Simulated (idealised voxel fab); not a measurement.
Presented below is a process module, voxel wiring stack.
Cross-section cut: width 235 nm, square cells of 5 nm.
Heads up, the way a cross-section reads in here is a grid of square cells, handed over as bands from the top down, with every band being one or more rows of cells.
A band entry consists of two parts. The first gives the height of the band's top and the height of its bottom, in nm. The rest lists the band's materials from left to right, each with its width in nm. A single material labelled with the word "all across" fills the band from edge to edge, and the word "blank" marks empty space.
Heights are measured from 0, the level below which the as-received wafer is all one material; the lowest band has no bottom and continues downward, written as in "0..down".
You'd read "30..40" like this: the band's top row of cells is as wide as the first number, its bottom row is as wide as the second, and going down, every row changes width by the same amount as the row before did.
"everything unchanged" after a step means that no cell of the cross-section changed.
"Encapsulated voids": sealed empty spaces, 8 cells or more, no open way to top, listed width x height at distance, with distance from the left edge and width, height and distance in nm.
Post-settings text on a step line: simulator's own remark regarding the step.
overlay nm: where the mask lay relative to plan, measured to the right, on steps with a mask; negatives go left.

Below is the list of planned process steps:
1 RECEIVE: material Si
2 CONFORMAL_DEP: material SiO2, thk nm 10
3 DIRECTIONAL_DEP: material TiN, thk nm 5
4 DIRECTIONAL_DEP: material Ru, thk nm 15
5 DIRECTIONAL_DEP: material aC, thk nm 15
6 PATTERN: tone cover, mask id METAL_1, material resist, width nm 20, pitch nm 50, thk nm 30, overlay nm 0
7 DIRECTIONAL_ETCH: etch materials aC, depth nm 15
8 STRIP: etch materials resist
9 DIRECTIONAL_ETCH: etch materials Ru, depth nm 15
10 DIRECTIONAL_ETCH: etch materials TiN, depth nm 5
11 STRIP: etch materials aC
12 CONFORMAL_DEP: material SiCN, thk nm 5
13 FILL_DEP: material SiO2, thk nm 5
14 CMP: height nm 30
15 CONFORMAL_DEP: material SiCN, thk nm 5
16 DIRECTIONAL_DEP: material SiO2, thk nm 15
17 DIRECTIONAL_DEP: material aC, thk nm 10
18 PATTERN: tone open, mask id PLUG_1, material resist, width nm 15, pitch nm 50, thk nm 25, overlay nm 0
19 DIRECTIONAL_ETCH: etch materials aC, depth nm 10
20 STRIP: etch materials resist
21 DIRECTIONAL_ETCH: etch materials SiO2, depth nm 15
22 DIRECTIONAL_ETCH: etch materials SiCN, depth nm 5
23 STRIP: etch materials aC
24 CONFORMAL_DEP: material TiN, thk nm 5
25 FILL_DEP: material Ru, thk nm 5
26 CMP: height nm 50
27 CONFORMAL_DEP: material SiN, thk nm 5
28 DIRECTIONAL_DEP: material lowk, thk nm 25
29 MASKED_ETCH: tone open, mask id METAL_2, width nm 20, pitch nm 50, etch materials lowk, depth nm 25, overlay nm 0
30 MASKED_ETCH: tone open, mask id METAL_2, width nm 20, pitch nm 50, etch materials SiN, depth nm 5, overlay nm 0
31 CONFORMAL_DEP: material TiN, thk nm 5
32 FILL_DEP: material W, thk nm 5
33 CMP: height nm 80
34 CONFORMAL_DEP: material SiCN, thk nm 5
35 DIRECTIONAL_DEP: material SiO2, thk nm 30
36 DIRECTIONAL_DEP: material aC, thk nm 10
37 PATTERN: tone open, mask id METAL_3_HOLES, material resist, width nm 15, thk nm 30, overlay nm 0
38 DIRECTIONAL_ETCH: etch materials aC, depth nm 10
39 STRIP: etch materials resist
40 DIRECTIONAL_ETCH: etch materials SiO2, depth nm 30
41 STRIP: etch materials aC
42 MASKED_ETCH: tone open, mask id METAL_3, width nm 20, pitch nm 50, etch materials SiO2, depth nm 15, overlay nm -15
43 MASKED_ETCH: tone open, mask id METAL_3, width nm 20, pitch nm 50, etch materials SiCN, depth nm 5, overlay nm 0
44 CONFORMAL_DEP: material TiN, thk nm 5
45 FILL_DEP: material Ru, thk nm 5
46 CMP: height nm 115
47 CONFORMAL_DEP: material SiN, thk nm 5
Keep in mind the plan's value for the overlay nm of step 42 comes from the first wafer; the wafers don't share that setting, but they do share the same starting point.

After step 1, as received: first of several wafers, cross-section:
    0..down  Si all across
    Encapsulated voids: none

At the end of the module, after its last step, step 47, the first of several wafers appears in cross-section as follows:
    120..115  SiN all across
    115..105  SiO2 (65); TiN (5); Ru (20); TiN (5); SiO2 (20); TiN (5); Ru (10); TiN (5); SiO2 (100)
    105..100  SiO2 (65); TiN (20); Ru (5); TiN (5); SiO2 (20); TiN (20); SiO2 (100)
    100..85  SiO2 (80); TiN (5); Ru (5); TiN (5); SiO2 (140)
    85..80  SiCN (80); TiN (15); SiCN (140)
    80..55  lowk (80); TiN (5); W (10); TiN (5); lowk (30); TiN (5); W (10); TiN (5); lowk (85)
    55..50  SiN (80); TiN (20); SiN (30); TiN (20); SiN (85)
    50..35  SiO2 (80); TiN (5); Ru (5); TiN (5); SiO2 (35); TiN (5); Ru (5); TiN (5); SiO2 (90)
    35..30  SiCN (80); TiN (15); SiCN (35); TiN (15); SiCN (90)
    30..15  SiO2 (75); SiCN (5); Ru (20); SiCN (5); SiO2 (20); SiCN (5); Ru (20); SiCN (5); SiO2 (80)
    15..10  SiCN (80); TiN (20); SiCN (30); TiN (20); SiCN (85)
    10..0  SiO2 all across
    0..down  Si all across
    Encapsulated voids: none

The last wafer as seen in cross-section at the end of the module:
    120..115  SiN all across
    115..105  SiO2 (80); TiN (5); Ru (25); TiN (5); SiO2 (30); TiN (5); Ru (10); TiN (5); SiO2 (70)
    105..100  SiO2 (80); TiN (5); Ru (5); TiN (25); SiO2 (30); TiN (20); SiO2 (70)
    100..85  SiO2 (80); TiN (5); Ru (5); TiN (5); SiO2 (140)
    85..80  SiCN (80); TiN (15); SiCN (140)
    80..55  lowk (80); TiN (5); W (10); TiN (5); lowk (30); TiN (5); W (10); TiN (5); lowk (85)
    55..50  SiN (80); TiN (20); SiN (30); TiN (20); SiN (85)
    50..35  SiO2 (80); TiN (5); Ru (5); TiN (5); SiO2 (35); TiN (5); Ru (5); TiN (5); SiO2 (90)
    35..30  SiCN (80); TiN (15); SiCN (35); TiN (15); SiCN (90)
    30..15  SiO2 (75); SiCN (5); Ru (20); SiCN (5); SiO2 (20); SiCN (5); Ru (20); SiCN (5); SiO2 (80)
    15..10  SiCN (80); TiN (20); SiCN (30); TiN (20); SiCN (85)
    10..0  SiO2 all across
    0..down  Si all across
    Encapsulated voids: none

End of module, by wafer: material-by-material cell gain (+) or loss (-) since receipt, then closed voids:
overlay nm -15, +46 Ru, +136 SiCN, +86 SiN, +565 SiO2, +80 TiN, +20 W, +195 lowk, Encapsulated voids: none
overlay nm -10, +44 Ru, +136 SiCN, +86 SiN, +568 SiO2, +79 TiN, +20 W, +195 lowk, Encapsulated voids: none
overlay nm -5, +42 Ru, +136 SiCN, +86 SiN, +571 SiO2, +78 TiN, +20 W, +195 lowk, Encapsulated voids: none
overlay nm 0, +42 Ru, +136 SiCN, +86 SiN, +571 SiO2, +78 TiN, +20 W, +195 lowk, Encapsulated voids: none
overlay nm 5, +44 Ru, +136 SiCN, +86 SiN, +568 SiO2, +79 TiN, +20 W, +195 lowk, Encapsulated voids: none
overlay nm 10, +46 Ru, +136 SiCN, +86 SiN, +565 SiO2, +80 TiN, +20 W, +195 lowk, Encapsulated voids: none
overlay nm 15, +48 Ru, +136 SiCN, +86 SiN, +562 SiO2, +81 TiN, +20 W, +195 lowk, Encapsulated voids: none
